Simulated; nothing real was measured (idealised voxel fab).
Name of the process module below: voxel self aligned vias
Pictured: cross-section cut, 220 nm wide, on a grid of 5 nm square cells.
Notation: cross-section as square-cell grid; stated in bands, top first, going down; one or more cell rows per band.
Heads up on the band format: heights come first, top then bottom, in nm. After that it's the materials left to right, each with its width in nm. A single material flagged "throughout" fills the whole band edge to edge, and "blank" means there's empty space there.
Heights from 0 (as-received wafer is one material below). Bottom band endless downward, as "0 down".
Graded width ("30 to 40"): value in top row of band = first number; value in bottom row = second number; row-to-row change constant.
What does "changes: none" mean for a step? It means no cell of the cross-section changed in that step.
Empty spaces without an open route to the top, at least 8 cells in extent, make up the entry "Fully closed voids"; each is given as width x height at distance, where the distance is measured from the left edge, and all are in nm.
Anything after a step's settings on that line? It's the simulator's own note about the step.
"overlay nm" answers the question of how far to the right of plan the mask lay on a step that has a mask, and when it is negative the answer is to the left.
# Here's what the planned process steps look like
1,RECEIVE | material Si
2,CONFORMAL_DEP | material SiO2 | thk nm 10
3,CONFORMAL_DEP | material SiCN | thk nm 5
4,DIRECTIONAL_DEP | material SiO2 | thk nm 25
5,MASKED_ETCH | tone open | mask id LINES | width nm 30 | pitch nm 60 | etch materials SiO2 | depth nm 25 | overlay nm 0
6,CONFORMAL_DEP | material TiN | thk nm 5
7,FILL_DEP | material W | thk nm 10
8,CMP | height nm 40
9,SELECTIVE_ETCH | etch materials W Ru TiN | depth nm 10
10,FILL_DEP | material SiN | thk nm 5
11,CMP | height nm 40
12,DIRECTIONAL_DEP | material SiO2 | thk nm 20
13,DIRECTIONAL_DEP | material aC | thk nm 15
14,PATTERN | tone open | mask id VIAS | material resist | width nm 40 | pitch nm 120 | thk nm 30 | overlay nm 0
15,DIRECTIONAL_ETCH | etch materials aC | depth nm 15
16,STRIP | etch materials resist
17,DIRECTIONAL_ETCH | etch materials SiO2 | depth nm 20
18,DIRECTIONAL_ETCH | etch materials SiN | depth nm 10
19,STRIP | etch materials aC
20,CONFORMAL_DEP | material TiN | thk nm 5
21,FILL_DEP | material Cu | thk nm 5
22,CMP | height nm 60
23,CONFORMAL_DEP | material SiN | thk nm 5
# Of two wafers, the first: run according to plan
# Cross-section of the wafer upon arrival, representing the state reached after step 1
    0 down = Si throughout
    Fully closed voids: none
# Cross-section of the wafer subsequent to step 2
    10 to 0 = SiO2 throughout
    Whatever lies below 0 is exactly as it was before.
# Cross-section of the wafer subsequent to step 3
    15 to 10 = SiCN throughout
    Whatever lies below 10 is exactly as it was before.
# Cross-section of the wafer subsequent to step 4
    40 to 15 = SiO2 throughout
    Whatever lies below 15 is exactly as it was before.
# Cross-section of the wafer subsequent to step 5
    40 to 15 = 35 SiO2, then 30 blank, then 30 SiO2, then 30 blank, then 30 SiO2, then 30 blank, then 35 SiO2
    Whatever lies below 15 is exactly as it was before.
# Cross-section of the wafer subsequent to step 6
    45 to 40 = 40 TiN, then 20 blank, then 40 TiN, then 20 blank, then 40 TiN, then 20 blank, then 40 TiN
    40 to 20 = 35 SiO2, then 5 TiN, then 20 blank, then 5 TiN, then 30 SiO2, then 5 TiN, then 20 blank, then 5 TiN, then 30 SiO2, then 5 TiN, then 20 blank, then 5 TiN, then 35 SiO2
    20 to 15 = 35 SiO2, then 30 TiN, then 30 SiO2, then 30 TiN, then 30 SiO2, then 30 TiN, then 35 SiO2
    Whatever lies below 15 is exactly as it was before.
# Cross-section of the wafer subsequent to step 7
    55 to 45 = W throughout
    45 to 40 = 40 TiN, then 20 W, then 40 TiN, then 20 W, then 40 TiN, then 20 W, then 40 TiN
    40 to 20 = 35 SiO2, then 5 TiN, then 20 W, then 5 TiN, then 30 SiO2, then 5 TiN, then 20 W, then 5 TiN, then 30 SiO2, then 5 TiN, then 20 W, then 5 TiN, then 35 SiO2
    Whatever lies below 20 is exactly as it was before.
# Cross-section of the wafer subsequent to step 8
    40 to 20 = 35 SiO2, then 5 TiN, then 20 W, then 5 TiN, then 30 SiO2, then 5 TiN, then 20 W, then 5 TiN, then 30 SiO2, then 5 TiN, then 20 W, then 5 TiN, then 35 SiO2
    Whatever lies below 20 is exactly as it was before.
# Cross-section of the wafer subsequent to step 9
    40 to 30 = 35 SiO2, then 30 blank, then 30 SiO2, then 30 blank, then 30 SiO2, then 30 blank, then 35 SiO2
    Whatever lies below 30 is exactly as it was before.
# Cross-section of the wafer subsequent to step 10
    45 to 40 = SiN throughout
    40 to 30 = 35 SiO2, then 30 SiN, then 30 SiO2, then 30 SiN, then 30 SiO2, then 30 SiN, then 35 SiO2
    Whatever lies below 30 is exactly as it was before.
# Cross-section of the wafer subsequent to step 11
    40 to 30 = 35 SiO2, then 30 SiN, then 30 SiO2, then 30 SiN, then 30 SiO2, then 30 SiN, then 35 SiO2
    Whatever lies below 30 is exactly as it was before.
# Cross-section of the wafer subsequent to step 12
    60 to 40 = SiO2 throughout
    Whatever lies below 40 is exactly as it was before.
# Cross-section of the wafer subsequent to step 13
    75 to 60 = aC throughout
    Whatever lies below 60 is exactly as it was before.
# Cross-section of the wafer subsequent to step 14
    105 to 75 = 30 resist, then 40 blank, then 80 resist, then 40 blank, then 30 resist
    Whatever lies below 75 is exactly as it was before.
# Cross-section of the wafer subsequent to step 15
    90 to 75 = 30 resist, then 40 blank, then 80 resist, then 40 blank, then 30 resist
    75 to 60 = 30 aC, then 40 blank, then 80 aC, then 40 blank, then 30 aC
    Whatever lies below 60 is exactly as it was before.
# Cross-section of the wafer subsequent to step 16
    75 to 60 = 30 aC, then 40 blank, then 80 aC, then 40 blank, then 30 aC
    Whatever lies below 60 is exactly as it was before.
# Cross-section of the wafer subsequent to step 17
    75 to 60 = 30 aC, then 40 blank, then 80 aC, then 40 blank, then 30 aC
    60 to 40 = 30 SiO2, then 40 blank, then 80 SiO2, then 40 blank, then 30 SiO2
    Whatever lies below 40 is exactly as it was before.
# Cross-section of the wafer subsequent to step 18
    75 to 60 = 30 aC, then 40 blank, then 80 aC, then 40 blank, then 30 aC
    60 to 40 = 30 SiO2, then 40 blank, then 80 SiO2, then 40 blank, then 30 SiO2
    40 to 30 = 35 SiO2, then 30 blank, then 30 SiO2, then 30 SiN, then 30 SiO2, then 30 blank, then 35 SiO2
    Whatever lies below 30 is exactly as it was before.
# Cross-section of the wafer subsequent to step 19
    60 to 40 = 30 SiO2, then 40 blank, then 80 SiO2, then 40 blank, then 30 SiO2
    Whatever lies below 40 is exactly as it was before.
# Cross-section of the wafer subsequent to step 20
    65 to 60 = 35 TiN, then 30 blank, then 90 TiN, then 30 blank, then 35 TiN
    60 to 45 = 30 SiO2, then 5 TiN, then 30 blank, then 5 TiN, then 80 SiO2, then 5 TiN, then 30 blank, then 5 TiN, then 30 SiO2
    45 to 40 = 30 SiO2, then 10 TiN, then 20 blank, then 10 TiN, then 80 SiO2, then 10 TiN, then 20 blank, then 10 TiN, then 30 SiO2
    40 to 35 = 35 SiO2, then 5 TiN, then 20 blank, then 5 TiN, then 30 SiO2, then 30 SiN, then 30 SiO2, then 5 TiN, then 20 blank, then 5 TiN, then 35 SiO2
    35 to 30 = 35 SiO2, then 30 TiN, then 30 SiO2, then 30 SiN, then 30 SiO2, then 30 TiN, then 35 SiO2
    Whatever lies below 30 is exactly as it was before.
# Cross-section of the wafer subsequent to step 21
    70 to 65 = Cu throughout
    65 to 60 = 35 TiN, then 30 Cu, then 90 TiN, then 30 Cu, then 35 TiN
    60 to 45 = 30 SiO2, then 5 TiN, then 30 Cu, then 5 TiN, then 80 SiO2, then 5 TiN, then 30 Cu, then 5 TiN, then 30 SiO2
    45 to 40 = 30 SiO2, then 10 TiN, then 20 Cu, then 10 TiN, then 80 SiO2, then 10 TiN, then 20 Cu, then 10 TiN, then 30 SiO2
    40 to 35 = 35 SiO2, then 5 TiN, then 20 Cu, then 5 TiN, then 30 SiO2, then 30 SiN, then 30 SiO2, then 5 TiN, then 20 Cu, then 5 TiN, then 35 SiO2
    Whatever lies below 35 is exactly as it was before.
# Cross-section of the wafer subsequent to step 22
    60 to 45 = 30 SiO2, then 5 TiN, then 30 Cu, then 5 TiN, then 80 SiO2, then 5 TiN, then 30 Cu, then 5 TiN, then 30 SiO2
    Whatever lies below 45 is exactly as it was before.
# Cross-section of the wafer subsequent to step 23
    65 to 60 = SiN throughout
    Whatever lies below 60 is exactly as it was before.
# The second wafer began exactly as the first did and followed the same plan, but one mistake was made while running it; through step 13 inclusive, the two wafers are identical
# when step 14 should have ended
    105 to 75 = 20 resist, then 40 blank, then 80 resist, then 40 blank, then 40 resist
    Whatever lies below 75 is exactly as it was before.
# when step 15 should have ended
    90 to 75 = 20 resist, then 40 blank, then 80 resist, then 40 blank, then 40 resist
    75 to 60 = 20 aC, then 40 blank, then 80 aC, then 40 blank, then 40 aC
    Whatever lies below 60 is exactly as it was before.
# when step 16 should have ended
    75 to 60 = 20 aC, then 40 blank, then 80 aC, then 40 blank, then 40 aC
    Whatever lies below 60 is exactly as it was before.
# when step 17 should have ended
    75 to 60 = 20 aC, then 40 blank, then 80 aC, then 40 blank, then 40 aC
    60 to 40 = 20 SiO2, then 40 blank, then 80 SiO2, then 40 blank, then 40 SiO2
    Whatever lies below 40 is exactly as it was before.
# when step 18 should have ended
    75 to 60 = 20 aC, then 40 blank, then 80 aC, then 40 blank, then 40 aC
    60 to 40 = 20 SiO2, then 40 blank, then 80 SiO2, then 40 blank, then 40 SiO2
    40 to 30 = 35 SiO2, then 25 blank, then 5 SiN, then 30 SiO2, then 30 SiN, then 30 SiO2, then 25 blank, then 5 SiN, then 35 SiO2
    Whatever lies below 30 is exactly as it was before.
# when step 19 should have ended
    60 to 40 = 20 SiO2, then 40 blank, then 80 SiO2, then 40 blank, then 40 SiO2
    Whatever lies below 40 is exactly as it was before.
# when step 20 should have ended
    65 to 60 = 25 TiN, then 30 blank, then 90 TiN, then 30 blank, then 45 TiN
    60 to 45 = 20 SiO2, then 5 TiN, then 30 blank, then 5 TiN, then 80 SiO2, then 5 TiN, then 30 blank, then 5 TiN, then 40 SiO2
    45 to 40 = 20 SiO2, then 20 TiN, then 15 blank, then 5 TiN, then 80 SiO2, then 20 TiN, then 15 blank, then 5 TiN, then 40 SiO2
    40 to 35 = 35 SiO2, then 5 TiN, then 15 blank, then 5 TiN, then 5 SiN, then 30 SiO2, then 30 SiN, then 30 SiO2, then 5 TiN, then 15 blank, then 5 TiN, then 5 SiN, then 35 SiO2
    35 to 30 = 35 SiO2, then 25 TiN, then 5 SiN, then 30 SiO2, then 30 SiN, then 30 SiO2, then 25 TiN, then 5 SiN, then 35 SiO2
    Whatever lies below 30 is exactly as it was before.
# when step 21 should have ended
    70 to 65 = Cu throughout
    65 to 60 = 25 TiN, then 30 Cu, then 90 TiN, then 30 Cu, then 45 TiN
    60 to 45 = 20 SiO2, then 5 TiN, then 30 Cu, then 5 TiN, then 80 SiO2, then 5 TiN, then 30 Cu, then 5 TiN, then 40 SiO2
    45 to 40 = 20 SiO2, then 20 TiN, then 15 Cu, then 5 TiN, then 80 SiO2, then 20 TiN, then 15 Cu, then 5 TiN, then 40 SiO2
    40 to 35 = 35 SiO2, then 5 TiN, then 15 Cu, then 5 TiN, then 5 SiN, then 30 SiO2, then 30 SiN, then 30 SiO2, then 5 TiN, then 15 Cu, then 5 TiN, then 5 SiN, then 35 SiO2
    Whatever lies below 35 is exactly as it was before.
# when step 22 should have ended
    60 to 45 = 20 SiO2, then 5 TiN, then 30 Cu, then 5 TiN, then 80 SiO2, then 5 TiN, then 30 Cu, then 5 TiN, then 40 SiO2
    Whatever lies below 45 is exactly as it was before.
# when step 23 should have ended
    65 to 60 = SiN throughout
    Whatever lies below 60 is exactly as it was before.
So what did we get wrong on this run? off-plan run, step 14, actual operation and settings PATTERN | tone open | mask id VIAS | material resist | width nm 40 | pitch nm 120 | thk nm 30 | overlay nm -10
Final difference in cells, second wafer against first, listed per material as more or fewer: 4 fewer of Cu | 4 more of SiN
